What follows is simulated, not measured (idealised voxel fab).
The process module that follows is named voxel gate over fins.
Cross-section cut: width 220 nm, square cells of 5 nm.
Think of the cross-section as a grid of square cells. We describe it in bands, top to bottom, and each band covers one or more rows of those cells. Heads up on the band format: heights come first, top then bottom, in nm. After that it's the materials left to right, each with its width in nm. A single material flagged "all across" fills the whole band edge to edge, and "air" means there's empty space there. Note: height 0 marks the level under which the wafer is uniformly one material as received. Lowest band unbounded below, written "0..down". With a width like "30..40", each row of cells in the band differs from the next by the same amount, the top row carrying the first number and the bottom row the second. Reading "no alteration" for a step: not a cell of the cross-section changed in it. Voids not open to the top, 8 cells minimum: see "Closed void catalog". Written width x height at distance; distance is from the left edge; nm. That trailing text on a step's line, after the settings, is the simulator's own remark on the step. overlay nm: on a step with a mask, how far right of its planned place the mask lay; negative means left. Before/after cross-section pairs, one process step each; after shown to lowest changed band; step and settings beneath. Pairs may be from different runs of this module on the same starting wafer; a pair continues from the one above only where its "Before the step" entry says so.

**Before the step**
> 5..0: 90 air; 15 HfO2; 20 air; 15 HfO2; 80 air
> 0..-10: 85 air; 10..5 HfO2; 5..10 Si; 5 HfO2; 15 air; 10..5 HfO2; 5..10 Si; 5 HfO2; 80 air
> -10..-15: 90 HfO2; 10 Si; 25 HfO2; 10 Si; 85 HfO2
> -15..-35: 90 SiO2; 10 Si; 25 SiO2; 10 Si; 85 SiO2
> -35..down: Si all across
> Closed void catalog: none

**Section After Processing**
> 10..5: 85 air; 25 TiN; 10 air; 25 TiN; 75 air
> 5..0: 80 air; 10 TiN; 15 HfO2; 5 TiN; 5 air; 10 TiN; 15 HfO2; 5 TiN; 75 air
> 0..-5: 80 air; 5 TiN; 10 HfO2; 5 Si; 5 HfO2; 5 TiN; 5 air; 5 TiN; 10 HfO2; 5 Si; 5 HfO2; 5 TiN; 75 air
> -5..-10: 85 TiN; 5 HfO2; 10 Si; 5 HfO2; 15 TiN; 5 HfO2; 10 Si; 5 HfO2; 80 TiN
> Nothing below the height -10 has changed.
> Closed void catalog: none
Between the two cross-sections above, the process step reads CONFORMAL_DEP with material TiN, thk nm 5

Before the step: we pick up right where the pair above leaves off, with its after cross-section.

**Section After Processing**
> 15..10: 80 air; 70 TiAl; 70 air
> 10..5: 75 air; 10 TiAl; 25 TiN; 10 TiAl; 25 TiN; 5 TiAl; 70 air
> 5..0: 75 air; 5 TiAl; 10 TiN; 15 HfO2; 5 TiN; 5 TiAl; 10 TiN; 15 HfO2; 5 TiN; 5 TiAl; 70 air
> 0..-5: 80 TiAl; 5 TiN; 10 HfO2; 5 Si; 5 HfO2; 5 TiN; 5 TiAl; 5 TiN; 10 HfO2; 5 Si; 5 HfO2; 5 TiN; 75 TiAl
> Nothing below the height -5 has changed.
> Closed void catalog: none
Between the two cross-sections above, the process step reads CONFORMAL_DEP with material TiAl, thk nm 5

Before the step: we pick up right where the pair above leaves off, with its after cross-section.

**Section After Processing**
> 20..15: 75 air; 80 TiN; 65 air
> 15..10: 70 air; 10 TiN; 70 TiAl; 5 TiN; 65 air
> 10..5: 70 air; 5 TiN; 10 TiAl; 25 TiN; 10 TiAl; 25 TiN; 5 TiAl; 5 TiN; 65 air
> 5..0: 75 TiN; 5 TiAl; 10 TiN; 15 HfO2; 5 TiN; 5 TiAl; 10 TiN; 15 HfO2; 5 TiN; 5 TiAl; 70 TiN
> Nothing below the height 0 has changed.
> Closed void catalog: none
Between the two cross-sections above, the process step reads CONFORMAL_DEP with material TiN, thk nm 5

Before the step: we pick up right where the pair above leaves off, with its after cross-section.

**Section After Processing**
> 35..20: W all across
> 20..15: 75 W; 80 TiN; 65 W
> 15..10: 70 W; 10 TiN; 70 TiAl; 5 TiN; 65 W
> 10..5: 70 W; 5 TiN; 10 TiAl; 25 TiN; 10 TiAl; 25 TiN; 5 TiAl; 5 TiN; 65 W
> Nothing below the height 5 has changed.
> Closed void catalog: none
Between the two cross-sections above, the process step reads FILL_DEP with material W, thk nm 15

Before the step: we pick up right where the pair above leaves off, with its after cross-section.

**Section After Processing**
> 30..20: W all across
> Nothing below the height 20 has changed.
> Closed void catalog: none
Between the two cross-sections above, the process step reads CMP with height nm 30

Before the step: we pick up right where the pair above leaves off, with its after cross-section.

**Section After Processing**
> 35..30: SiN all across
> Nothing below the height 30 has changed.
> Closed void catalog: none
Between the two cross-sections above, the process step reads CONFORMAL_DEP with material SiN, thk nm 5

**Before the step**
> 10..0: 85 air; 15 SiN; 20 air; 15 SiN; 85 air
> 0..-30: 85 air; 5 SiO2; 5 Si; 5 SiO2; 20 air; 5 SiO2; 5 Si; 5 SiO2; 85 air
> -30..-35: 90 SiO2; 5 Si; 30 SiO2; 5 Si; 90 SiO2
> -35..down: Si all across
> Closed void catalog: none

**Section After Processing**
> 20..0: SiN all across
> 0..-30: 85 SiN; 5 SiO2; 5 Si; 5 SiO2; 20 SiN; 5 SiO2; 5 Si; 5 SiO2; 85 SiN
> Nothing below the height -30 has changed.
> Closed void catalog: none
Between the two cross-sections above, the process step reads FILL_DEP with material SiN, thk nm 10

Before the step: we pick up right where the pair above leaves off, with its after cross-section.

**Section After Processing**
> 10..0: SiN all across
> Nothing below the height 0 has changed.
> Closed void catalog: none
Between the two cross-sections above, the process step reads CMP with height nm 10

Before the step: we pick up right where the pair above leaves off, with its after cross-section.

**Section After Processing**
> 0..-30: 85 air; 5 SiO2; 5 Si; 5 SiO2; 20 air; 5 SiO2; 5 Si; 5 SiO2; 85 air
> Nothing below the height -30 has changed.
> Closed void catalog: none
Between the two cross-sections above, the process step reads STRIP with etch materials SiN

Before the step: we pick up right where the pair above leaves off, with its after cross-section.

**Section After Processing**
> 5..0: 80 air; 25 HfO2; 10 air; 25 HfO2; 80 air
> 0..-25: 80 air; 5 HfO2; 5 SiO2; 5 Si; 5 SiO2; 5 HfO2; 10 air; 5 HfO2; 5 SiO2; 5 Si; 5 SiO2; 5 HfO2; 80 air
> -25..-30: 85 HfO2; 5 SiO2; 5 Si; 5 SiO2; 20 HfO2; 5 SiO2; 5 Si; 5 SiO2; 85 HfO2
> Nothing below the height -30 has changed.
> Closed void catalog: none
Between the two cross-sections above, the process step reads CONFORMAL_DEP with material HfO2, thk nm 5

Before the step: we pick up right where the pair above leaves off, with its after cross-section.

**Section After Processing**
> 10..5: 75 air; 70 TiN; 75 air
> 5..0: 75 air; 5 TiN; 25 HfO2; 10 TiN; 25 HfO2; 5 TiN; 75 air
> 0..-20: 75 air; 5 TiN; 5 HfO2; 5 SiO2; 5 Si; 5 SiO2; 5 HfO2; 10 TiN; 5 HfO2; 5 SiO2; 5 Si; 5 SiO2; 5 HfO2; 5 TiN; 75 air
> -20..-25: 80 TiN; 5 HfO2; 5 SiO2; 5 Si; 5 SiO2; 5 HfO2; 10 TiN; 5 HfO2; 5 SiO2; 5 Si; 5 SiO2; 5 HfO2; 80 TiN
> Nothing below the height -25 has changed.
> Closed void catalog: none
Between the two cross-sections above, the process step reads CONFORMAL_DEP with material TiN, thk nm 5

Before the step: we pick up right where the pair above leaves off, with its after cross-section.

**Section After Processing**
> 15..10: 70 air; 80 TiAl; 70 air
> 10..5: 70 air; 5 TiAl; 70 TiN; 5 TiAl; 70 air
> 5..0: 70 air; 5 TiAl; 5 TiN; 25 HfO2; 10 TiN; 25 HfO2; 5 TiN; 5 TiAl; 70 air
> 0..-15: 70 air; 5 TiAl; 5 TiN; 5 HfO2; 5 SiO2; 5 Si; 5 SiO2; 5 HfO2; 10 TiN; 5 HfO2; 5 SiO2; 5 Si; 5 SiO2; 5 HfO2; 5 TiN; 5 TiAl; 70 air
> -15..-20: 75 TiAl; 5 TiN; 5 HfO2; 5 SiO2; 5 Si; 5 SiO2; 5 HfO2; 10 TiN; 5 HfO2; 5 SiO2; 5 Si; 5 SiO2; 5 HfO2; 5 TiN; 75 TiAl
> Nothing below the height -20 has changed.
> Closed void catalog: none
Between the two cross-sections above, the process step reads CONFORMAL_DEP with material TiAl, thk nm 5

Before the step: we pick up right where the pair above leaves off, with its after cross-section.

**Section After Processing**
> 20..15: 65 air; 90 TiN; 65 air
> 15..10: 65 air; 5 TiN; 80 TiAl; 5 TiN; 65 air
> 10..5: 65 air; 5 TiN; 5 TiAl; 70 TiN; 5 TiAl; 5 TiN; 65 air
> 5..0: 65 air; 5 TiN; 5 TiAl; 5 TiN; 25 HfO2; 10 TiN; 25 HfO2; 5 TiN; 5 TiAl; 5 TiN; 65 air
> 0..-10: 65 air; 5 TiN; 5 TiAl; 5 TiN; 5 HfO2; 5 SiO2; 5 Si; 5 SiO2; 5 HfO2; 10 TiN; 5 HfO2; 5 SiO2; 5 Si; 5 SiO2; 5 HfO2; 5 TiN; 5 TiAl; 5 TiN; 65 air
> -10..-15: 70 TiN; 5 TiAl; 5 TiN; 5 HfO2; 5 SiO2; 5 Si; 5 SiO2; 5 HfO2; 10 TiN; 5 HfO2; 5 SiO2; 5 Si; 5 SiO2; 5 HfO2; 5 TiN; 5 TiAl; 70 TiN
> Nothing below the height -15 has changed.
> Closed void catalog: none
Between the two cross-sections above, the process step reads CONFORMAL_DEP with material TiN, thk nm 5

Before the step: we pick up right where the pair above leaves off, with its after cross-section.

**Section After Processing**
> 35..20: W all across
> 20..15: 65 W; 90 TiN; 65 W
> 15..10: 65 W; 5 TiN; 80 TiAl; 5 TiN; 65 W
> 10..5: 65 W; 5 TiN; 5 TiAl; 70 TiN; 5 TiAl; 5 TiN; 65 W
> 5..0: 65 W; 5 TiN; 5 TiAl; 5 TiN; 25 HfO2; 10 TiN; 25 HfO2; 5 TiN; 5 TiAl; 5 TiN; 65 W
> 0..-10: 65 W; 5 TiN; 5 TiAl; 5 TiN; 5 HfO2; 5 SiO2; 5 Si; 5 SiO2; 5 HfO2; 10 TiN; 5 HfO2; 5 SiO2; 5 Si; 5 SiO2; 5 HfO2; 5 TiN; 5 TiAl; 5 TiN; 65 W
> Nothing below the height -10 has changed.
> Closed void catalog: none
Between the two cross-sections above, the process step reads FILL_DEP with material W, thk nm 15

Before the step: we pick up right where the pair above leaves off, with its after cross-section.

**Section After Processing**
> 30..20: W all across
> Nothing below the height 20 has changed.
> Closed void catalog: none
Between the two cross-sections above, the process step reads CMP with height nm 30

Before the step: we pick up right where the pair above leaves off, with its after cross-section.

**Section After Processing**
> 35..30: SiN all across
> Nothing below the height 30 has changed.
> Closed void catalog: none
Between the two cross-sections above, the process step reads CONFORMAL_DEP with material SiN, thk nm 5

**Before the step**
> 10..0: SiN all across
> 0..down: Si all across
> Closed void catalog: none

**Section After Processing**
> 10..0: 85 SiN; 15 air; 20 SiN; 15 air; 85 SiN
> Nothing below the height 0 has changed.
> Closed void catalog: none
Between the two cross-sections above, the process step reads MASKED_ETCH with tone open, mask id FINS, width nm 15, pitch nm 35, etch materials SiN, depth nm 10, overlay nm 0

Before the step: we pick up right where the pair above leaves off, with its after cross-section.

**Section After Processing**
> 10..0: 85 SiN; 15 air; 20 SiN; 15 air; 85 SiN
> 0..-5: 80 Si; 25 SiO2; 10 Si; 25 SiO2; 80 Si
> Nothing below the height -5 has changed.
> Closed void catalog: none
Between the two cross-sections above, the process step reads OXIDIZE with depth nm 5

Before the step: we pick up right where the pair above leaves off, with its after cross-section.

**Section After Processing**
> 20..10: SiO2 all across
> 10..0: 85 SiN; 15 SiO2; 20 SiN; 15 SiO2; 85 SiN
> Nothing below the height 0 has changed.
> Closed void catalog: none
Between the two cross-sections above, the process step reads FILL_DEP with material SiO2, thk nm 10

Before the step: we pick up right where the pair above leaves off, with its after cross-section.

**Section After Processing**
> 10..0: 85 SiN; 15 SiO2; 20 SiN; 15 SiO2; 85 SiN
> Nothing below the height 0 has changed.
> Closed void catalog: none
Between the two cross-sections above, the process step reads CMP with height nm 10

Before the step: we pick up right where the pair above leaves off, with its after cross-section.

**Section After Processing**
> 10..0: 85 SiN; 15 air; 20 SiN; 15 air; 85 SiN
> 0..-5: 80 Si; 25 air; 10 Si; 25 air; 80 Si
> Nothing below the height -5 has changed.
> Closed void catalog: none
Between the two cross-sections above, the process step reads SELECTIVE_ETCH with etch materials SiO2, depth nm 25

Before the step: we pick up right where the pair above leaves off, with its after cross-section.

**Section After Processing**
> 0..-5: 80 Si; 25 air; 10 Si; 25 air; 80 Si
> Nothing below the height -5 has changed.
> Closed void catalog: none
Between the two cross-sections above, the process step reads STRIP with etch materials SiN

Before the step: we pick up right where the pair above leaves off, with its after cross-section.

**Section After Processing**
> 5..0: 85 HfO2; 15 air; 20 HfO2; 15 air; 85 HfO2
> 0..-5: 80 Si; 25 HfO2; 10 Si; 25 HfO2; 80 Si
> Nothing below the height -5 has changed.
> Closed void catalog: none
Between the two cross-sections above, the process step reads CONFORMAL_DEP with material HfO2, thk nm 5

Before the step: we pick up right where the pair above leaves off, with its after cross-section.

**Section After Processing**
> 10..5: 90 TiN; 5 air; 30 TiN; 5 air; 90 TiN
> 5..0: 85 HfO2; 15 TiN; 20 HfO2; 15 TiN; 85 HfO2
> Nothing below the height 0 has changed.
> Closed void catalog: none
Between the two cross-sections above, the process step reads CONFORMAL_DEP with material TiN, thk nm 5

Before the step: we pick up right where the pair above leaves off, with its after cross-section.

**Section After Processing**
> 15..10: TiAl all across
> 10..5: 90 TiN; 5 TiAl; 30 TiN; 5 TiAl; 90 TiN
> Nothing below the height 5 has changed.
> Closed void catalog: none
Between the two cross-sections above, the process step reads CONFORMAL_DEP with material TiAl, thk nm 5

Before the step: we pick up right where the pair above leaves off, with its after cross-section.

**Section After Processing**
> 20..15: TiN all across
> Nothing below the height 15 has changed.
> Closed void catalog: none
Between the two cross-sections above, the process step reads CONFORMAL_DEP with material TiN, thk nm 5

Before the step: we pick up right where the pair above leaves off, with its after cross-section.

**Section After Processing**
> 35..20: W all across
> Nothing below the height 20 has changed.
> Closed void catalog: none
Between the two cross-sections above, the process step reads FILL_DEP with material W, thk nm 15

Before the step: we pick up right where the pair above leaves off, with its after cross-section.

**Section After Processing**
> 30..20: W all across
> Nothing below the height 20 has changed.
> Closed void catalog: none
Between the two cross-sections above, the process step reads CMP with height nm 30

Before the step: we pick up right where the pair above leaves off, with its after cross-section.

**Section After Processing**
> 35..30: SiN all across
> Nothing below the height 30 has changed.
> Closed void catalog: none
Between the two cross-sections above, the process step reads CONFORMAL_DEP with material SiN, thk nm 5
